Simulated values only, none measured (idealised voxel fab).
Process module name: voxel capacitor over wiring
Cross-sectional view cut (width: 160 nm; square cell size: 5 nm).
Cross-sections here: square-cell grids, written as top-down lists of bands, a band being one or more rows of cells.
Read a band's entry like this: the first values are the height of its top and the height of its bottom in nm, and what follows is the sequence of materials from left to right, each with its width in nm. Note that "air" is empty space, and that a single material marked "all across" reaches across the band from edge to edge.
Beneath 0, the wafer as received is one material, and that level is where height counting begins. The lowest band goes on downward without a bottom; it is written like "0 down".
You'd read "30 to 40" like this: the band's top row of cells is as wide as the first number, its bottom row is as wide as the second, and going down, every row changes width by the same amount as the row before did.
The cross-section has no changed cell in any step marked "everything unchanged".
Each empty space that has no open way to the top and spans at least 8 cells appears under "Closed void register" as width x height at distance, the distance counted from the left edge, all in nm.
The remark found on a step's line after its settings is issued by the simulator itself and pertains to that step.
Steps that use a mask can have "overlay nm" on their line. It says how far the mask sat to the right of where it was meant to be. Negative means to the left.

### Process steps - plan
step 1: RECEIVE: material Si
step 2: CONFORMAL_DEP: material SiO2, thk nm 10
step 3: DIRECTIONAL_DEP: material TiN, thk nm 5
step 4: DIRECTIONAL_DEP: material Ru, thk nm 25
step 5: DIRECTIONAL_DEP: material aC, thk nm 10
step 6: PATTERN: tone cover, mask id METAL_1, material resist, width nm 20, pitch nm 85, thk nm 30, overlay nm 0
step 7: DIRECTIONAL_ETCH: etch materials aC, depth nm 10
step 8: STRIP: etch materials resist
step 9: DIRECTIONAL_ETCH: etch materials Ru, depth nm 25
step 10: DIRECTIONAL_ETCH: etch materials TiN, depth nm 5
step 11: STRIP: etch materials aC
step 12: FILL_DEP: material lowk, thk nm 10
step 13: CMP: height nm 40
step 14: CONFORMAL_DEP: material SiCN, thk nm 5
step 15: DIRECTIONAL_DEP: material lowk, thk nm 15
step 16: PATTERN: tone open, mask id PLUG_1, material resist, width nm 15, thk nm 15, overlay nm 0
step 17: DIRECTIONAL_ETCH: etch materials lowk, depth nm 15
step 18: DIRECTIONAL_ETCH: etch materials SiCN, depth nm 5
step 19: STRIP: etch materials resist
step 20: EPI: material Ru, thk nm 10
step 21: EPI: material Ru, thk nm 10
step 22: DIRECTIONAL_DEP: material TiN, thk nm 5
step 23: DIRECTIONAL_DEP: material HfO2, thk nm 5
step 24: DIRECTIONAL_DEP: material TiN, thk nm 10
step 25: PATTERN: tone cover, mask id UPPER_PLATE, material resist, width nm 70, thk nm 15, overlay nm 0
step 26: DIRECTIONAL_ETCH: etch materials TiN, depth nm 10
step 27: DIRECTIONAL_ETCH: etch materials HfO2, depth nm 5
step 28: STRIP: etch materials resist
step 29: DIRECTIONAL_DEP: material aC, thk nm 15
step 30: PATTERN: tone cover, mask id LOWER_PLATE, material resist, width nm 80, thk nm 35, overlay nm 0
step 31: DIRECTIONAL_ETCH: etch materials aC, depth nm 15
step 32: STRIP: etch materials resist
step 33: DIRECTIONAL_ETCH: etch materials TiN, depth nm 5
step 34: STRIP: etch materials aC
step 35: FILL_DEP: material SiO2, thk nm 15
step 36: CMP: height nm 90
step 37: MASKED_ETCH: tone open, mask id PLUG_2, width nm 15, etch materials SiO2, depth nm 10, overlay nm 0
step 38: CONFORMAL_DEP: material TiN, thk nm 5
step 39: FILL_DEP: material Ru, thk nm 10
step 40: CMP: height nm 90
step 41: CONFORMAL_DEP: material SiCN, thk nm 5

### First of two wafers - as planned

### Shown in cross-section is the wafer as received, that is, as it stands after step 1
- 0 down  Si all across
- Closed void register: none

### Presented here is a cross-section of the wafer after step 2 has been performed
- 10 to 0  SiO2 all across
- For the remainder of the cross-section, below 0, there is no change.

### Presented here is a cross-section of the wafer after step 3 has been performed
- 15 to 10  TiN all across
- For the remainder of the cross-section, below 10, there is no change.

### Presented here is a cross-section of the wafer after step 4 has been performed
- 40 to 15  Ru all across
- For the remainder of the cross-section, below 15, there is no change.

### Presented here is a cross-section of the wafer after step 5 has been performed
- 50 to 40  aC all across
- For the remainder of the cross-section, below 40, there is no change.

### Presented here is a cross-section of the wafer after step 6 has been performed
- 80 to 50  air: 25 / resist: 20 / air: 65 / resist: 20 / air: 30
- For the remainder of the cross-section, below 50, there is no change.

### Presented here is a cross-section of the wafer after step 7 has been performed
- 70 to 50  air: 25 / resist: 20 / air: 65 / resist: 20 / air: 30
- 50 to 40  air: 25 / aC: 20 / air: 65 / aC: 20 / air: 30
- For the remainder of the cross-section, below 40, there is no change.

### Presented here is a cross-section of the wafer after step 8 has been performed
- 50 to 40  air: 25 / aC: 20 / air: 65 / aC: 20 / air: 30
- For the remainder of the cross-section, below 40, there is no change.

### Presented here is a cross-section of the wafer after step 9 has been performed
- 50 to 40  air: 25 / aC: 20 / air: 65 / aC: 20 / air: 30
- 40 to 15  air: 25 / Ru: 20 / air: 65 / Ru: 20 / air: 30
- For the remainder of the cross-section, below 15, there is no change.

### Presented here is a cross-section of the wafer after step 10 has been performed
- 50 to 40  air: 25 / aC: 20 / air: 65 / aC: 20 / air: 30
- 40 to 15  air: 25 / Ru: 20 / air: 65 / Ru: 20 / air: 30
- 15 to 10  air: 25 / TiN: 20 / air: 65 / TiN: 20 / air: 30
- For the remainder of the cross-section, below 10, there is no change.

### Presented here is a cross-section of the wafer after step 11 has been performed
- 40 to 15  air: 25 / Ru: 20 / air: 65 / Ru: 20 / air: 30
- For the remainder of the cross-section, below 15, there is no change.

### Presented here is a cross-section of the wafer after step 12 has been performed
- 50 to 40  lowk all across
- 40 to 15  lowk: 25 / Ru: 20 / lowk: 65 / Ru: 20 / lowk: 30
- 15 to 10  lowk: 25 / TiN: 20 / lowk: 65 / TiN: 20 / lowk: 30
- For the remainder of the cross-section, below 10, there is no change.

### Presented here is a cross-section of the wafer after step 13 has been performed
- 40 to 15  lowk: 25 / Ru: 20 / lowk: 65 / Ru: 20 / lowk: 30
- For the remainder of the cross-section, below 15, there is no change.

### Presented here is a cross-section of the wafer after step 14 has been performed
- 45 to 40  SiCN all across
- For the remainder of the cross-section, below 40, there is no change.

### Presented here is a cross-section of the wafer after step 15 has been performed
- 60 to 45  lowk all across
- For the remainder of the cross-section, below 45, there is no change.

### Presented here is a cross-section of the wafer after step 16 has been performed
- 75 to 60  resist: 30 / air: 15 / resist: 115
- For the remainder of the cross-section, below 60, there is no change.

### Presented here is a cross-section of the wafer after step 17 has been performed
- 75 to 60  resist: 30 / air: 15 / resist: 115
- 60 to 45  lowk: 30 / air: 15 / lowk: 115
- For the remainder of the cross-section, below 45, there is no change.

### Presented here is a cross-section of the wafer after step 18 has been performed
- 75 to 60  resist: 30 / air: 15 / resist: 115
- 60 to 45  lowk: 30 / air: 15 / lowk: 115
- 45 to 40  SiCN: 30 / air: 15 / SiCN: 115
- For the remainder of the cross-section, below 40, there is no change.

### Presented here is a cross-section of the wafer after step 19 has been performed
- 60 to 45  lowk: 30 / air: 15 / lowk: 115
- For the remainder of the cross-section, below 45, there is no change.

### Presented here is a cross-section of the wafer after step 20 has been performed
- 60 to 50  lowk: 30 / air: 15 / lowk: 115
- 50 to 45  lowk: 30 / Ru: 15 / lowk: 115
- 45 to 40  SiCN: 30 / Ru: 15 / SiCN: 115
- For the remainder of the cross-section, below 40, there is no change.

### Presented here is a cross-section of the wafer after step 21 has been performed
- 60 to 45  lowk: 30 / Ru: 15 / lowk: 115
- For the remainder of the cross-section, below 45, there is no change.

### Presented here is a cross-section of the wafer after step 22 has been performed
- 65 to 60  TiN all across
- For the remainder of the cross-section, below 60, there is no change.

### Presented here is a cross-section of the wafer after step 23 has been performed
- 70 to 65  HfO2 all across
- For the remainder of the cross-section, below 65, there is no change.

### Presented here is a cross-section of the wafer after step 24 has been performed
- 80 to 70  TiN all across
- For the remainder of the cross-section, below 70, there is no change.

### Presented here is a cross-section of the wafer after step 25 has been performed
- 95 to 80  air: 30 / resist: 70 / air: 60
- For the remainder of the cross-section, below 80, there is no change.

### Presented here is a cross-section of the wafer after step 26 has been performed
- 95 to 80  air: 30 / resist: 70 / air: 60
- 80 to 70  air: 30 / TiN: 70 / air: 60
- For the remainder of the cross-section, below 70, there is no change.

### Presented here is a cross-section of the wafer after step 27 has been performed
- 95 to 80  air: 30 / resist: 70 / air: 60
- 80 to 70  air: 30 / TiN: 70 / air: 60
- 70 to 65  air: 30 / HfO2: 70 / air: 60
- For the remainder of the cross-section, below 65, there is no change.

### Presented here is a cross-section of the wafer after step 28 has been performed
- 80 to 70  air: 30 / TiN: 70 / air: 60
- For the remainder of the cross-section, below 70, there is no change.

### Presented here is a cross-section of the wafer after step 29 has been performed
- 95 to 80  air: 30 / aC: 70 / air: 60
- 80 to 70  aC: 30 / TiN: 70 / aC: 60
- 70 to 65  aC: 30 / HfO2: 70 / aC: 60
- For the remainder of the cross-section, below 65, there is no change.

### Presented here is a cross-section of the wafer after step 30 has been performed
- 130 to 95  air: 25 / resist: 80 / air: 55
- 95 to 80  air: 25 / resist: 5 / aC: 70 / resist: 5 / air: 55
- For the remainder of the cross-section, below 80, there is no change.

### Presented here is a cross-section of the wafer after step 31 has been performed
- 115 to 95  air: 25 / resist: 80 / air: 55
- 95 to 80  air: 25 / resist: 5 / aC: 70 / resist: 5 / air: 55
- 80 to 70  air: 25 / aC: 5 / TiN: 70 / aC: 5 / air: 55
- 70 to 65  air: 25 / aC: 5 / HfO2: 70 / aC: 5 / air: 55
- For the remainder of the cross-section, below 65, there is no change.

### Presented here is a cross-section of the wafer after step 32 has been performed
- 95 to 80  air: 30 / aC: 70 / air: 60
- For the remainder of the cross-section, below 80, there is no change.

### Presented here is a cross-section of the wafer after step 33 has been performed
- 95 to 80  air: 30 / aC: 70 / air: 60
- 80 to 70  air: 25 / aC: 5 / TiN: 70 / aC: 5 / air: 55
- 70 to 65  air: 25 / aC: 5 / HfO2: 70 / aC: 5 / air: 55
- 65 to 60  air: 25 / TiN: 80 / air: 55
- For the remainder of the cross-section, below 60, there is no change.

### Presented here is a cross-section of the wafer after step 34 has been performed
- 80 to 70  air: 30 / TiN: 70 / air: 60
- 70 to 65  air: 30 / HfO2: 70 / air: 60
- For the remainder of the cross-section, below 65, there is no change.

### Presented here is a cross-section of the wafer after step 35 has been performed
- 95 to 80  SiO2 all across
- 80 to 70  SiO2: 30 / TiN: 70 / SiO2: 60
- 70 to 65  SiO2: 30 / HfO2: 70 / SiO2: 60
- 65 to 60  SiO2: 25 / TiN: 80 / SiO2: 55
- For the remainder of the cross-section, below 60, there is no change.

### Presented here is a cross-section of the wafer after step 36 has been performed
- 90 to 80  SiO2 all across
- For the remainder of the cross-section, below 80, there is no change.

### Presented here is a cross-section of the wafer after step 37 has been performed
- 90 to 80  SiO2: 40 / air: 15 / SiO2: 105
- For the remainder of the cross-section, below 80, there is no change.

### Presented here is a cross-section of the wafer after step 38 has been performed
- 95 to 90  TiN: 45 / air: 5 / TiN: 110
- 90 to 85  SiO2: 40 / TiN: 5 / air: 5 / TiN: 5 / SiO2: 105
- 85 to 80  SiO2: 40 / TiN: 15 / SiO2: 105
- For the remainder of the cross-section, below 80, there is no change.

### Presented here is a cross-section of the wafer after step 39 has been performed
- 105 to 95  Ru all across
- 95 to 90  TiN: 45 / Ru: 5 / TiN: 110
- 90 to 85  SiO2: 40 / TiN: 5 / Ru: 5 / TiN: 5 / SiO2: 105
- For the remainder of the cross-section, below 85, there is no change.

### Presented here is a cross-section of the wafer after step 40 has been performed
- 90 to 85  SiO2: 40 / TiN: 5 / Ru: 5 / TiN: 5 / SiO2: 105
- For the remainder of the cross-section, below 85, there is no change.

### Presented here is a cross-section of the wafer after step 41 has been performed
- 95 to 90  SiCN all across
- For the remainder of the cross-section, below 90, there is no change.

### Wafer two. Same start, same plan, one slip in execution. Same as wafer one through step 36, inclusive

### Second wafer at the planned finish of step 37, seen in cross-section
- 90 to 80  SiO2: 35 / air: 15 / SiO2: 110
- For the remainder of the cross-section, below 80, there is no change.

### Second wafer at the planned finish of step 38, seen in cross-section
- 95 to 90  TiN: 40 / air: 5 / TiN: 115
- 90 to 85  SiO2: 35 / TiN: 5 / air: 5 / TiN: 5 / SiO2: 110
- 85 to 80  SiO2: 35 / TiN: 15 / SiO2: 110
- For the remainder of the cross-section, below 80, there is no change.

### Second wafer at the planned finish of step 39, seen in cross-section
- 105 to 95  Ru all across
- 95 to 90  TiN: 40 / Ru: 5 / TiN: 115
- 90 to 85  SiO2: 35 / TiN: 5 / Ru: 5 / TiN: 5 / SiO2: 110
- For the remainder of the cross-section, below 85, there is no change.

### Second wafer at the planned finish of step 40, seen in cross-section
- 90 to 85  SiO2: 35 / TiN: 5 / Ru: 5 / TiN: 5 / SiO2: 110
- For the remainder of the cross-section, below 85, there is no change.

### Second wafer at the planned finish of step 41, seen in cross-section
- 95 to 90  SiCN all across
- For the remainder of the cross-section, below 90, there is no change.
Which mistake was made when the wafer was run? contrary to plan, step 37 was performed as MASKED_ETCH: tone open, mask id PLUG_2, width nm 15, etch materials SiO2, depth nm 10, overlay nm -5
At the end, each material covers as many cells on the second wafer as it does on the first, though the cells it covers are elsewhere.
